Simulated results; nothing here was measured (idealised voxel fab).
The following process module bears the name voxel capacitor over wiring.
We display cut, a cross-section 140 nm in width whose square cells are each 5 nm.
Square cells in a grid make up a cross-section in this document, and the grid is given as bands, listed from the top down, each one or more rows of cells.
For a band, the entry starts with two heights in nm, that of the top and then that of the bottom, and carries on with the band's materials in order from left to right, each alongside its width in nm; the word "edge to edge" beside a single material means it fills the band edge to edge, and "blank" means empty space.
Counting heights begins at 0, where everything beneath is, in the wafer as received, one material. The lowest band has no bottom; it goes on downwards, as "0..down" shows.
Top row gets the first number, bottom row gets the second, and each row in between changes by the same step: that is how a band width like "30->40" works.
"identical to before" after a step means that no cell of the cross-section changed.
"Enclosed voids": empty spaces of 8 cells or more with no open way to the top, each given as width x height at distance, distance from the left edge, all in nm.
Read whatever lies past the settings on a step's line as the simulator's own remark about the step.
Regarding "overlay nm": on a step with a mask, it is the distance the mask lay to the right of its planned place; a negative value places it to the left.
From here on the document is pairs. In a pair, the cross-section before one process step comes with the cross-section after it, and the latter goes no deeper than the lowest band that changed. What lies in between, the step and its settings, is written under the pair. A pair may be from a different run of this module on the same starting wafer than the pair above it, so it continues from that pair only where its entry headed "State before" says so.
State before
	55..50 = TiN edge to edge
	50..40 = SiO2 (20); Ru (15); SiO2 (105)
	40..35 = SiCN (20); Ru (15); SiCN (105)
	35..20 = lowk (15); TiN (5); Ru (10); TiN (5); lowk (65); TiN (5); Ru (10); TiN (5); lowk (20)
	20..15 = lowk (15); TiN (20); lowk (65); TiN (20); lowk (20)
	15..5 = SiO2 edge to edge
	5..0 = SiN edge to edge
	0..down = Si edge to edge
	Enclosed voids: none
After
	60..55 = SiN edge to edge
	Note: structure below 55 unchanged.
	Enclosed voids: none
Going from the before section above to the after section, the step was DIRECTIONAL_DEP: material SiN, thk nm 5
State before: per the after cross-section of the pair just above.
After
	70..60 = TiN edge to edge
	Note: structure below 60 unchanged.
	Enclosed voids: none
Going from the before section above to the after section, the step was DIRECTIONAL_DEP: material TiN, thk nm 10
State before: per the after cross-section of the pair just above.
After
	80..70 = aC edge to edge
	Note: structure below 70 unchanged.
	Enclosed voids: none
Going from the before section above to the after section, the step was DIRECTIONAL_DEP: material aC, thk nm 10
State before: per the after cross-section of the pair just above.
After
	110..80 = blank (20); resist (70); blank (50)
	Note: structure below 80 unchanged.
	Enclosed voids: none
Going from the before section above to the after section, the step was PATTERN: tone cover, mask id UPPER_PLATE, material resist, width nm 70, thk nm 30, overlay nm 0
State before: per the after cross-section of the pair just above.
After
	100..80 = blank (20); resist (70); blank (50)
	80..70 = blank (20); aC (70); blank (50)
	Note: structure below 70 unchanged.
	Enclosed voids: none
Going from the before section above to the after section, the step was DIRECTIONAL_ETCH: etch materials aC, depth nm 10
State before: per the after cross-section of the pair just above.
After
	80..70 = blank (20); aC (70); blank (50)
	Note: structure below 70 unchanged.
	Enclosed voids: none
Going from the before section above to the after section, the step was STRIP: etch materials resist
State before: per the after cross-section of the pair just above.
After
	80..70 = blank (20); aC (70); blank (50)
	70..60 = blank (20); TiN (70); blank (50)
	Note: structure below 60 unchanged.
	Enclosed voids: none
Going from the before section above to the after section, the step was DIRECTIONAL_ETCH: etch materials TiN, depth nm 10
State before: per the after cross-section of the pair just above.
After
	80..70 = blank (20); aC (70); blank (50)
	70..60 = blank (20); TiN (70); blank (50)
	60..55 = blank (20); SiN (70); blank (50)
	Note: structure below 55 unchanged.
	Enclosed voids: none
Going from the before section above to the after section, the step was DIRECTIONAL_ETCH: etch materials SiN, depth nm 5
State before: per the after cross-section of the pair just above.
After
	70..60 = blank (20); TiN (70); blank (50)
	Note: structure below 60 unchanged.
	Enclosed voids: none
Going from the before section above to the after section, the step was STRIP: etch materials aC
State before: per the after cross-section of the pair just above.
After
	85..70 = blank (20); aC (70); blank (50)
	70..60 = aC (20); TiN (70); aC (50)
	60..55 = aC (20); SiN (70); aC (50)
	Note: structure below 55 unchanged.
	Enclosed voids: none
Going from the before section above to the after section, the step was DIRECTIONAL_DEP: material aC, thk nm 15
State before: per the after cross-section of the pair just above.
After
	120..85 = blank (15); resist (80); blank (45)
	85..70 = blank (15); resist (5); aC (70); resist (5); blank (45)
	Note: structure below 70 unchanged.
	Enclosed voids: none
Going from the before section above to the after section, the step was PATTERN: tone cover, mask id LOWER_PLATE, material resist, width nm 80, thk nm 35, overlay nm 0
State before: per the after cross-section of the pair just above.
After
	105..85 = blank (15); resist (80); blank (45)
	85..70 = blank (15); resist (5); aC (70); resist (5); blank (45)
	70..60 = blank (15); aC (5); TiN (70); aC (5); blank (45)
	60..55 = blank (15); aC (5); SiN (70); aC (5); blank (45)
	Note: structure below 55 unchanged.
	Enclosed voids: none
Going from the before section above to the after section, the step was DIRECTIONAL_ETCH: etch materials aC, depth nm 15
State before: per the after cross-section of the pair just above.
After
	85..70 = blank (20); aC (70); blank (50)
	Note: structure below 70 unchanged.
	Enclosed voids: none
Going from the before section above to the after section, the step was STRIP: etch materials resist
State before: per the after cross-section of the pair just above.
After
	85..70 = blank (20); aC (70); blank (50)
	70..60 = blank (15); aC (5); TiN (70); aC (5); blank (45)
	60..55 = blank (15); aC (5); SiN (70); aC (5); blank (45)
	55..50 = blank (15); TiN (80); blank (45)
	Note: structure below 50 unchanged.
	Enclosed voids: none
Going from the before section above to the after section, the step was DIRECTIONAL_ETCH: etch materials TiN, depth nm 5
State before: per the after cross-section of the pair just above.
After
	70..60 = blank (20); TiN (70); blank (50)
	60..55 = blank (20); SiN (70); blank (50)
	Note: structure below 55 unchanged.
	Enclosed voids: none
Going from the before section above to the after section, the step was STRIP: etch materials aC
State before: per the after cross-section of the pair just above.
After
	85..70 = SiO2 edge to edge
	70..60 = SiO2 (20); TiN (70); SiO2 (50)
	60..55 = SiO2 (20); SiN (70); SiO2 (50)
	55..50 = SiO2 (15); TiN (80); SiO2 (45)
	Note: structure below 50 unchanged.
	Enclosed voids: none
Going from the before section above to the after section, the step was FILL_DEP: material SiO2, thk nm 15
State before: per the after cross-section of the pair just above.
After
	80..70 = SiO2 edge to edge
	Note: structure below 70 unchanged.
	Enclosed voids: none
Going from the before section above to the after section, the step was CMP: height nm 80
State before: per the after cross-section of the pair just above.
After
	95..80 = resist (30); blank (15); resist (95)
	Note: structure below 80 unchanged.
	Enclosed voids: none
Going from the before section above to the after section, the step was PATTERN: tone open, mask id PLUG_2, material resist, width nm 15, thk nm 15, overlay nm 0
State before: per the after cross-section of the pair just above.
After
	95..80 = resist (30); blank (15); resist (95)
	80..70 = SiO2 (30); blank (15); SiO2 (95)
	Note: structure below 70 unchanged.
	Enclosed voids: none
Going from the before section above to the after section, the step was DIRECTIONAL_ETCH: etch materials SiO2, depth nm 10
State before: per the after cross-section of the pair just above.
After
	80..70 = SiO2 (30); blank (15); SiO2 (95)
	Note: structure below 70 unchanged.
	Enclosed voids: none
Going from the before section above to the after section, the step was STRIP: etch materials resist
State before: per the after cross-section of the pair just above.
After
	85..80 = TiN (35); blank (5); TiN (100)
	80..75 = SiO2 (30); TiN (5); blank (5); TiN (5); SiO2 (95)
	75..70 = SiO2 (30); TiN (15); SiO2 (95)
	Note: structure below 70 unchanged.
	Enclosed voids: none
Going from the before section above to the after section, the step was CONFORMAL_DEP: material TiN, thk nm 5
State before: per the after cross-section of the pair just above.
After
	95..85 = Cu edge to edge
	85..80 = TiN (35); Cu (5); TiN (100)
	80..75 = SiO2 (30); TiN (5); Cu (5); TiN (5); SiO2 (95)
	Note: structure below 75 unchanged.
	Enclosed voids: none
Going from the before section above to the after section, the step was FILL_DEP: material Cu, thk nm 10
State before: per the after cross-section of the pair just above.
After
	80..75 = SiO2 (30); TiN (5); Cu (5); TiN (5); SiO2 (95)
	Note: structure below 75 unchanged.
	Enclosed voids: none
Going from the before section above to the after section, the step was CMP: height nm 80
State before: per the after cross-section of the pair just above.
After
	85..80 = SiN edge to edge
	Note: structure below 80 unchanged.
	Enclosed voids: none
Going from the before section above to the after section, the step was CONFORMAL_DEP: material SiN, thk nm 5
State before
	60..55 = SiN edge to edge
	55..50 = TiN edge to edge
	50..40 = SiO2 (20); Ru (15); SiO2 (105)
	40..35 = SiCN (20); Ru (15); SiCN (105)
	35..15 = lowk (15); TiN (5); Ru (10); TiN (5); lowk (65); TiN (5); Ru (10); TiN (5); lowk (20)
	15..10 = SiN (15); TiN (20); SiN (65); TiN (20); SiN (20)
	10..0 = SiO2 edge to edge
	0..down = Si edge to edge
	Enclosed voids: none
After
	75..60 = TiN edge to edge
	Note: structure below 60 unchanged.
	Enclosed voids: none
Going from the before section above to the after section, the step was DIRECTIONAL_DEP: material TiN, thk nm 15
State before: per the after cross-section of the pair just above.
After
	85..75 = aC edge to edge
	Note: structure below 75 unchanged.
	Enclosed voids: none
Going from the before section above to the after section, the step was DIRECTIONAL_DEP: material aC, thk nm 10
State before: per the after cross-section of the pair just above.
After
	115..85 = blank (20); resist (70); blank (50)
	Note: structure below 85 unchanged.
	Enclosed voids: none
Going from the before section above to the after section, the step was PATTERN: tone cover, mask id UPPER_PLATE, material resist, width nm 70, thk nm 30, overlay nm 0
State before: per the after cross-section of the pair just above.
After
	105..85 = blank (20); resist (70); blank (50)
	85..75 = blank (20); aC (70); blank (50)
	Note: structure below 75 unchanged.
	Enclosed voids: none
Going from the before section above to the after section, the step was DIRECTIONAL_ETCH: etch materials aC, depth nm 10
State before: per the after cross-section of the pair just above.
After
	85..75 = blank (20); aC (70); blank (50)
	Note: structure below 75 unchanged.
	Enclosed voids: none
Going from the before section above to the after section, the step was STRIP: etch materials resist
State before: per the after cross-section of the pair just above.
After
	85..75 = blank (20); aC (70); blank (50)
	75..65 = blank (20); TiN (70); blank (50)
	Note: structure below 65 unchanged.
	Enclosed voids: none
Going from the before section above to the after section, the step was DIRECTIONAL_ETCH: etch materials TiN, depth nm 10
State before: per the after cross-section of the pair just above.
After
	75..65 = blank (20); TiN (70); blank (50)
	Note: structure below 65 unchanged.
	Enclosed voids: none
Going from the before section above to the after section, the step was STRIP: etch materials aC
State before: per the after cross-section of the pair just above.
After
	90..80 = blank (20); aC (70); blank (50)
	80..75 = aC edge to edge
	75..65 = aC (20); TiN (70); aC (50)
	Note: structure below 65 unchanged.
	Enclosed voids: none
Going from the before section above to the after section, the step was DIRECTIONAL_DEP: material aC, thk nm 15
State before: per the after cross-section of the pair just above.
After
	125..90 = blank (15); resist (80); blank (45)
	90..80 = blank (15); resist (5); aC (70); resist (5); blank (45)
	Note: structure below 80 unchanged.
	Enclosed voids: none
Going from the before section above to the after section, the step was PATTERN: tone cover, mask id LOWER_PLATE, material resist, width nm 80, thk nm 35, overlay nm 0
State before: per the after cross-section of the pair just above.
After
	110..90 = blank (15); resist (80); blank (45)
	90..80 = blank (15); resist (5); aC (70); resist (5); blank (45)
	80..75 = blank (15); aC (80); blank (45)
	75..65 = blank (15); aC (5); TiN (70); aC (5); blank (45)
	Note: structure below 65 unchanged.
	Enclosed voids: none
Going from the before section above to the after section, the step was DIRECTIONAL_ETCH: etch materials aC, depth nm 15
State before: per the after cross-section of the pair just above.
After
	90..80 = blank (20); aC (70); blank (50)
	Note: structure below 80 unchanged.
	Enclosed voids: none
Going from the before section above to the after section, the step was STRIP: etch materials resist
State before: per the after cross-section of the pair just above.
After
	90..80 = blank (20); aC (70); blank (50)
	80..75 = blank (15); aC (80); blank (45)
	75..65 = blank (15); aC (5); TiN (70); aC (5); blank (45)
	65..60 = blank (15); TiN (80); blank (45)
	Note: structure below 60 unchanged.
	Enclosed voids: none
Going from the before section above to the after section, the step was DIRECTIONAL_ETCH: etch materials TiN, depth nm 5
State before: per the after cross-section of the pair just above.
After
	75..65 = blank (20); TiN (70); blank (50)
	Note: structure below 65 unchanged.
	Enclosed voids: none
Going from the before section above to the after section, the step was STRIP: etch materials aC
State before: per the after cross-section of the pair just above.
After
	90..75 = SiO2 edge to edge
	75..65 = SiO2 (20); TiN (70); SiO2 (50)
	65..60 = SiO2 (15); TiN (80); SiO2 (45)
	Note: structure below 60 unchanged.
	Enclosed voids: none
Going from the before section above to the after section, the step was FILL_DEP: material SiO2, thk nm 15
State before: per the after cross-section of the pair just above.
After
	80..75 = SiO2 edge to edge
	Note: structure below 75 unchanged.
	Enclosed voids: none
Going from the before section above to the after section, the step was CMP: height nm 80
State before: per the after cross-section of the pair just above.
After
	95..80 = resist (30); blank (15); resist (95)
	Note: structure below 80 unchanged.
	Enclosed voids: none
Going from the before section above to the after section, the step was PATTERN: tone open, mask id PLUG_2, material resist, width nm 15, thk nm 15, overlay nm 0
State before: per the after cross-section of the pair just above.
After
	95..80 = resist (30); blank (15); resist (95)
	80..75 = SiO2 (30); blank (15); SiO2 (95)
	Note: structure below 75 unchanged.
	Enclosed voids: none
Going from the before section above to the after section, the step was DIRECTIONAL_ETCH: etch materials SiO2, depth nm 10
State before: per the after cross-section of the pair just above.
After
	80..75 = SiO2 (30); blank (15); SiO2 (95)
	Note: structure below 75 unchanged.
	Enclosed voids: none
Going from the before section above to the after section, the step was STRIP: etch materials resist
State before: per the after cross-section of the pair just above.
After
	85..80 = TiN (35); blank (5); TiN (100)
	80..75 = SiO2 (30); TiN (15); SiO2 (95)
	Note: structure below 75 unchanged.
	Enclosed voids: none
Going from the before section above to the after section, the step was CONFORMAL_DEP: material TiN, thk nm 5
State before: per the after cross-section of the pair just above.
After
	95..85 = Cu edge to edge
	85..80 = TiN (35); Cu (5); TiN (100)
	Note: structure below 80 unchanged.
	Enclosed voids: none
Going from the before section above to the after section, the step was FILL_DEP: material Cu, thk nm 10
State before: per the after cross-section of the pair just above.
After
	80..75 = SiO2 (30); TiN (15); SiO2 (95)
	Note: structure below 75 unchanged.
	Enclosed voids: none
Going from the before section above to the after section, the step was CMP: height nm 80
State before: per the after cross-section of the pair just above.
After
	85..80 = SiN edge to edge
	Note: structure below 80 unchanged.
	Enclosed voids: none
Going from the before section above to the after section, the step was CONFORMAL_DEP: material SiN, thk nm 5
State before
	50..40 = SiO2 edge to edge
	40..35 = SiCN edge to edge
	35..15 = lowk (15); TiN (5); Ru (10); TiN (5); lowk (65); TiN (5); Ru (10); TiN (5); lowk (20)
	15..10 = SiN (15); TiN (20); SiN (65); TiN (20); SiN (20)
	10..0 = SiO2 edge to edge
	0..down = Si edge to edge
	Enclosed voids: none
After
	50..40 = SiO2 (15); blank (25); SiO2 (100)
	Note: structure below 40 unchanged.
	Enclosed voids: none
Going from the before section above to the after section, the step was MASKED_ETCH: tone open, mask id PLUG_1, width nm 25, etch materials SiO2, depth nm 10, overlay nm 0
State before: per the after cross-section of the pair just above.
After
	50..40 = SiO2 (15); blank (25); SiO2 (100)
	40..35 = SiCN (20); blank (15); SiCN (105)
	Note: structure below 35 unchanged.
	Enclosed voids: none
Going from the before section above to the after section, the step was MASKED_ETCH: tone open, mask id PLUG_1, width nm 15, etch materials SiCN, depth nm 5, overlay nm 0
State before: per the after cross-section of the pair just above.
After
	50..45 = SiO2 (15); blank (25); SiO2 (100)
	45..40 = SiO2 (15); Ru (25); SiO2 (100)
	40..35 = SiCN (20); Ru (15); SiCN (105)
	Note: structure below 35 unchanged.
	Enclosed voids: none
Going from the before section above to the after section, the step was EPI: material Ru, thk nm 10
State before: per the after cross-section of the pair just above.
After
	50..40 = SiO2 (15); Ru (25); SiO2 (100)
	Note: structure below 40 unchanged.
	Enclosed voids: none
Going from the before section above to the after section, the step was EPI: material Ru, thk nm 5
State before: per the after cross-section of the pair just above.
After
	55..50 = TiN edge to edge
	Note: structure below 50 unchanged.
	Enclosed voids: none
Going from the before section above to the after section, the step was DIRECTIONAL_DEP: material TiN, thk nm 5
State before: per the after cross-section of the pair just above.
After
	60..55 = SiN edge to edge
	Note: structure below 55 unchanged.
	Enclosed voids: none
Going from the before section above to the after section, the step was DIRECTIONAL_DEP: material SiN, thk nm 5
State before: per the after cross-section of the pair just above.
After
	70..60 = TiN edge to edge
	Note: structure below 60 unchanged.
	Enclosed voids: none
Going from the before section above to the after section, the step was DIRECTIONAL_DEP: material TiN, thk nm 10
State before: per the after cross-section of the pair just above.
After
	80..70 = aC edge to edge
	Note: structure below 70 unchanged.
	Enclosed voids: none
Going from the before section above to the after section, the step was DIRECTIONAL_DEP: material aC, thk nm 10
State before: per the after cross-section of the pair just above.
After
	110..80 = blank (20); resist (70); blank (50)
	Note: structure below 80 unchanged.
	Enclosed voids: none
Going from the before section above to the after section, the step was PATTERN: tone cover, mask id UPPER_PLATE, material resist, width nm 70, thk nm 30, overlay nm 0
State before: per the after cross-section of the pair just above.
After
	100..80 = blank (20); resist (70); blank (50)
	80..70 = blank (20); aC (70); blank (50)
	Note: structure below 70 unchanged.
	Enclosed voids: none
Going from the before section above to the after section, the step was DIRECTIONAL_ETCH: etch materials aC, depth nm 10
State before: per the after cross-section of the pair just above.
After
	80..70 = blank (20); aC (70); blank (50)
	Note: structure below 70 unchanged.
	Enclosed voids: none
Going from the before section above to the after section, the step was STRIP: etch materials resist
State before: per the after cross-section of the pair just above.
After
	80..70 = blank (20); aC (70); blank (50)
	70..60 = blank (20); TiN (70); blank (50)
	Note: structure below 60 unchanged.
	Enclosed voids: none
Going from the before section above to the after section, the step was DIRECTIONAL_ETCH: etch materials TiN, depth nm 10
State before: per the after cross-section of the pair just above.
After
	80..70 = blank (20); aC (70); blank (50)
	70..60 = blank (20); TiN (70); blank (50)
	60..55 = blank (20); SiN (70); blank (50)
	Note: structure below 55 unchanged.
	Enclosed voids: none
Going from the before section above to the after section, the step was DIRECTIONAL_ETCH: etch materials SiN, depth nm 5
State before: per the after cross-section of the pair just above.
After
	70..60 = blank (20); TiN (70); blank (50)
	Note: structure below 60 unchanged.
	Enclosed voids: none
Going from the before section above to the after section, the step was STRIP: etch materials aC
State before: per the after cross-section of the pair just above.
After
	85..70 = blank (20); aC (70); blank (50)
	70..60 = aC (20); TiN (70); aC (50)
	60..55 = aC (20); SiN (70); aC (50)
	Note: structure below 55 unchanged.
	Enclosed voids: none
Going from the before section above to the after section, the step was DIRECTIONAL_DEP: material aC, thk nm 15
State before: per the after cross-section of the pair just above.
After
	120..85 = blank (15); resist (80); blank (45)
	85..70 = blank (15); resist (5); aC (70); resist (5); blank (45)
	Note: structure below 70 unchanged.
	Enclosed voids: none
Going from the before section above to the after section, the step was PATTERN: tone cover, mask id LOWER_PLATE, material resist, width nm 80, thk nm 35, overlay nm 0
State before: per the after cross-section of the pair just above.
After
	105..85 = blank (15); resist (80); blank (45)
	85..70 = blank (15); resist (5); aC (70); resist (5); blank (45)
	70..60 = blank (15); aC (5); TiN (70); aC (5); blank (45)
	60..55 = blank (15); aC (5); SiN (70); aC (5); blank (45)
	Note: structure below 55 unchanged.
	Enclosed voids: none
Going from the before section above to the after section, the step was DIRECTIONAL_ETCH: etch materials aC, depth nm 15
State before: per the after cross-section of the pair just above.
After
	85..70 = blank (20); aC (70); blank (50)
	Note: structure below 70 unchanged.
	Enclosed voids: none
Going from the before section above to the after section, the step was STRIP: etch materials resist
State before: per the after cross-section of the pair just above.
After
	85..70 = blank (20); aC (70); blank (50)
	70..60 = blank (15); aC (5); TiN (70); aC (5); blank (45)
	60..55 = blank (15); aC (5); SiN (70); aC (5); blank (45)
	55..50 = blank (15); TiN (80); blank (45)
	Note: structure below 50 unchanged.
	Enclosed voids: none
Going from the before section above to the after section, the step was DIRECTIONAL_ETCH: etch materials TiN, depth nm 5
State before: per the after cross-section of the pair just above.
After
	70..60 = blank (20); TiN (70); blank (50)
	60..55 = blank (20); SiN (70); blank (50)
	Note: structure below 55 unchanged.
	Enclosed voids: none
Going from the before section above to the after section, the step was STRIP: etch materials aC
State before: per the after cross-section of the pair just above.
After
	85..70 = SiO2 edge to edge
	70..60 = SiO2 (20); TiN (70); SiO2 (50)
	60..55 = SiO2 (20); SiN (70); SiO2 (50)
	55..50 = SiO2 (15); TiN (80); SiO2 (45)
	Note: structure below 50 unchanged.
	Enclosed voids: none
Going from the before section above to the after section, the step was FILL_DEP: material SiO2, thk nm 15
State before: per the after cross-section of the pair just above.
After
	80..70 = SiO2 edge to edge
	Note: structure below 70 unchanged.
	Enclosed voids: none
Going from the before section above to the after section, the step was CMP: height nm 80
State before: per the after cross-section of the pair just above.
After
	95..80 = resist (30); blank (15); resist (95)
	Note: structure below 80 unchanged.
	Enclosed voids: none
Going from the before section above to the after section, the step was PATTERN: tone open, mask id PLUG_2, material resist, width nm 15, thk nm 15, overlay nm 0
State before: per the after cross-section of the pair just above.
After
	95..80 = resist (30); blank (15); resist (95)
	80..70 = SiO2 (30); blank (15); SiO2 (95)
	Note: structure below 70 unchanged.
	Enclosed voids: none
Going from the before section above to the after section, the step was DIRECTIONAL_ETCH: etch materials SiO2, depth nm 10
State before: per the after cross-section of the pair just above.
After
	80..70 = SiO2 (30); blank (15); SiO2 (95)
	Note: structure below 70 unchanged.
	Enclosed voids: none
Going from the before section above to the after section, the step was STRIP: etch materials resist
State before: per the after cross-section of the pair just above.
After
	85..80 = TiN (35); blank (5); TiN (100)
	80..75 = SiO2 (30); TiN (5); blank (5); TiN (5); SiO2 (95)
	75..70 = SiO2 (30); TiN (15); SiO2 (95)
	Note: structure below 70 unchanged.
	Enclosed voids: none
Going from the before section above to the after section, the step was CONFORMAL_DEP: material TiN, thk nm 5
State before: per the after cross-section of the pair just above.
After
	95..85 = Cu edge to edge
	85..80 = TiN (35); Cu (5); TiN (100)
	80..75 = SiO2 (30); TiN (5); Cu (5); TiN (5); SiO2 (95)
	Note: structure below 75 unchanged.
	Enclosed voids: none
Going from the before section above to the after section, the step was FILL_DEP: material Cu, thk nm 10
State before: per the after cross-section of the pair just above.
After
	80..75 = SiO2 (30); TiN (5); Cu (5); TiN (5); SiO2 (95)
	Note: structure below 75 unchanged.
	Enclosed voids: none
Going from the before section above to the after section, the step was CMP: height nm 80
State before: per the after cross-section of the pair just above.
After
	85..80 = SiN edge to edge
	Note: structure below 80 unchanged.
	Enclosed voids: none
Going from the before section above to the after section, the step was CONFORMAL_DEP: material SiN, thk nm 5
State before
	80..70 = aC edge to edge
	70..60 = TiN edge to edge
	60..55 = SiN edge to edge
	55..50 = TiN edge to edge
	50..40 = SiO2 (20); Ru (15); SiO2 (105)
	40..35 = SiCN (20); Ru (15); SiCN (105)
	35..15 = lowk (15); TiN (5); Ru (10); TiN (5); lowk (65); TiN (5); Ru (10); TiN (5); lowk (20)
	15..10 = SiN (15); TiN (20); SiN (65); TiN (20); SiN (20)
	10..0 = SiO2 edge to edge
	0..down = Si edge to edge
	Enclosed voids: none
After
	110..80 = blank (25); resist (70); blank (45)
	Note: structure below 80 unchanged.
	Enclosed voids: none
Going from the before section above to the after section, the step was PATTERN: tone cover, mask id UPPER_PLATE, material resist, width nm 70, thk nm 30, overlay nm 5
State before: per the after cross-section of the pair just above.
After
	100..80 = blank (25); resist (70); blank (45)
	80..70 = blank (25); aC (70); blank (45)
	Note: structure below 70 unchanged.
	Enclosed voids: none
Going from the before section above to the after section, the step was DIRECTIONAL_ETCH: etch materials aC, depth nm 10
State before: per the after cross-section of the pair just above.
After
	80..70 = blank (25); aC (70); blank (45)
	Note: structure below 70 unchanged.
	Enclosed voids: none
Going from the before section above to the after section, the step was STRIP: etch materials resist
State before: per the after cross-section of the pair just above.
After
	80..70 = blank (25); aC (70); blank (45)
	70..60 = blank (25); TiN (70); blank (45)
	Note: structure below 60 unchanged.
	Enclosed voids: none
Going from the before section above to the after section, the step was DIRECTIONAL_ETCH: etch materials TiN, depth nm 10
State before: per the after cross-section of the pair just above.
After
	80..70 = blank (25); aC (70); blank (45)
	70..60 = blank (25); TiN (70); blank (45)
	60..55 = blank (25); SiN (70); blank (45)
	Note: structure below 55 unchanged.
	Enclosed voids: none
Going from the before section above to the after section, the step was DIRECTIONAL_ETCH: etch materials SiN, depth nm 5
State before: per the after cross-section of the pair just above.
After
	70..60 = blank (25); TiN (70); blank (45)
	Note: structure below 60 unchanged.
	Enclosed voids: none
Going from the before section above to the after section, the step was STRIP: etch materials aC
State before: per the after cross-section of the pair just above.
After
	85..70 = blank (25); aC (70); blank (45)
	70..60 = aC (25); TiN (70); aC (45)
	60..55 = aC (25); SiN (70); aC (45)
	Note: structure below 55 unchanged.
	Enclosed voids: none
Going from the before section above to the after section, the step was DIRECTIONAL_DEP: material aC, thk nm 15
State before: per the after cross-section of the pair just above.
After
	120..85 = blank (15); resist (80); blank (45)
	85..70 = blank (15); resist (10); aC (70); blank (45)
	Note: structure below 70 unchanged.
	Enclosed voids: none
Going from the before section above to the after section, the step was PATTERN: tone cover, mask id LOWER_PLATE, material resist, width nm 80, thk nm 35, overlay nm 0
State before: per the after cross-section of the pair just above.
After
	105..85 = blank (15); resist (80); blank (45)
	85..70 = blank (15); resist (10); aC (70); blank (45)
	70..60 = blank (15); aC (10); TiN (70); blank (45)
	60..55 = blank (15); aC (10); SiN (70); blank (45)
	Note: structure below 55 unchanged.
	Enclosed voids: none
Going from the before section above to the after section, the step was DIRECTIONAL_ETCH: etch materials aC, depth nm 15
State before: per the after cross-section of the pair just above.
After
	85..70 = blank (25); aC (70); blank (45)
	Note: structure below 70 unchanged.
	Enclosed voids: none
Going from the before section above to the after section, the step was STRIP: etch materials resist
State before: per the after cross-section of the pair just above.
After
	85..70 = blank (25); aC (70); blank (45)
	70..60 = blank (15); aC (10); TiN (70); blank (45)
	60..55 = blank (15); aC (10); SiN (70); blank (45)
	55..50 = blank (15); TiN (80); blank (45)
	Note: structure below 50 unchanged.
	Enclosed voids: none
Going from the before section above to the after section, the step was DIRECTIONAL_ETCH: etch materials TiN, depth nm 5
State before: per the after cross-section of the pair just above.
After
	70..60 = blank (25); TiN (70); blank (45)
	60..55 = blank (25); SiN (70); blank (45)
	Note: structure below 55 unchanged.
	Enclosed voids: none
Going from the before section above to the after section, the step was STRIP: etch materials aC
State before: per the after cross-section of the pair just above.
After
	85..70 = SiO2 edge to edge
	70..60 = SiO2 (25); TiN (70); SiO2 (45)
	60..55 = SiO2 (25); SiN (70); SiO2 (45)
	55..50 = SiO2 (15); TiN (80); SiO2 (45)
	Note: structure below 50 unchanged.
	Enclosed voids: none
Going from the before section above to the after section, the step was FILL_DEP: material SiO2, thk nm 15
State before: per the after cross-section of the pair just above.
After
	80..70 = SiO2 edge to edge
	Note: structure below 70 unchanged.
	Enclosed voids: none
Going from the before section above to the after section, the step was CMP: height nm 80
State before: per the after cross-section of the pair just above.
After
	95..80 = resist (30); blank (15); resist (95)
	Note: structure below 80 unchanged.
	Enclosed voids: none
Going from the before section above to the after section, the step was PATTERN: tone open, mask id PLUG_2, material resist, width nm 15, thk nm 15, overlay nm 0
State before: per the after cross-section of the pair just above.
After
	95..80 = resist (30); blank (15); resist (95)
	80..70 = SiO2 (30); blank (15); SiO2 (95)
	Note: structure below 70 unchanged.
	Enclosed voids: none
Going from the before section above to the after section, the step was DIRECTIONAL_ETCH: etch materials SiO2, depth nm 10
State before: per the after cross-section of the pair just above.
After
	80..70 = SiO2 (30); blank (15); SiO2 (95)
	Note: structure below 70 unchanged.
	Enclosed voids: none
Going from the before section above to the after section, the step was STRIP: etch materials resist
State before: per the after cross-section of the pair just above.
After
	85..80 = TiN (35); blank (5); TiN (100)
	80..75 = SiO2 (30); TiN (5); blank (5); TiN (5); SiO2 (95)
	75..70 = SiO2 (30); TiN (15); SiO2 (95)
	Note: structure below 70 unchanged.
	Enclosed voids: none
Going from the before section above to the after section, the step was CONFORMAL_DEP: material TiN, thk nm 5
State before: per the after cross-section of the pair just above.
After
	95..85 = Cu edge to edge
	85..80 = TiN (35); Cu (5); TiN (100)
	80..75 = SiO2 (30); TiN (5); Cu (5); TiN (5); SiO2 (95)
	Note: structure below 75 unchanged.
	Enclosed voids: none
Going from the before section above to the after section, the step was FILL_DEP: material Cu, thk nm 10
State before: per the after cross-section of the pair just above.
After
	80..75 = SiO2 (30); TiN (5); Cu (5); TiN (5); SiO2 (95)
	Note: structure below 75 unchanged.
	Enclosed voids: none
Going from the before section above to the after section, the step was CMP: height nm 80
State before: per the after cross-section of the pair just above.
After
	85..80 = SiN edge to edge
	Note: structure below 80 unchanged.
	Enclosed voids: none
Going from the before section above to the after section, the step was CONFORMAL_DEP: material SiN, thk nm 5
State before
	80..75 = SiO2 (30); TiN (5); Cu (5); TiN (5); SiO2 (95)
	75..70 = SiO2 (30); TiN (15); SiO2 (95)
	70..60 = SiO2 (20); TiN (70); SiO2 (50)
	60..55 = SiO2 (20); SiN (70); SiO2 (50)
	55..50 = SiO2 (15); TiN (80); SiO2 (45)
	50..40 = SiO2 (20); Ru (15); SiO2 (105)
	40..35 = SiCN (20); Ru (15); SiCN (105)
	35..15 = lowk (15); TiN (5); Ru (10); TiN (5); lowk (65); TiN (5); Ru (10); TiN (5); lowk (20)
	15..10 = SiN (15); TiN (20); SiN (65); TiN (20); SiN (20)
	10..0 = SiO2 edge to edge
	0..down = Si edge to edge
	Enclosed voids: none
After
	85..80 = Ru edge to edge
	Note: structure below 80 unchanged.
	Enclosed voids: none
Going from the before section above to the after section, the step was CONFORMAL_DEP: material Ru, thk nm 5
State before
	50..40 = SiO2 edge to edge
	40..35 = SiCN edge to edge
	35..15 = lowk (15); TiN (5); Ru (10); TiN (5); lowk (65); TiN (5); Ru (10); TiN (5); lowk (20)
	15..10 = SiN (15); TiN (20); SiN (65); TiN (20); SiN (20)
	10..0 = SiO2 edge to edge
	0..down = Si edge to edge
	Enclosed voids: none
After
	50..40 = blank (20); SiO2 (15); blank (105)
	Note: structure below 40 unchanged.
	Enclosed voids: none
Going from the before section above to the after section, the step was MASKED_ETCH: tone cover, mask id PLUG_1, width nm 15, etch materials SiO2, depth nm 10, overlay nm 0
State before: per the after cross-section of the pair just above.
After
	55..50 = blank (20); TiN (15); blank (105)
	50..45 = blank (20); SiO2 (15); blank (105)
	45..40 = TiN (20); SiO2 (15); TiN (105)
	Note: structure below 40 unchanged.
	Enclosed voids: none
Going from the before section above to the after section, the step was DIRECTIONAL_DEP: material TiN, thk nm 5
State before: per the after cross-section of the pair just above.
After
	60..55 = blank (20); SiN (15); blank (105)
	55..50 = blank (20); TiN (15); blank (105)
	50..45 = SiN (20); SiO2 (15); SiN (105)
	Note: structure below 45 unchanged.
	Enclosed voids: none
Going from the before section above to the after section, the step was DIRECTIONAL_DEP: material SiN, thk nm 5
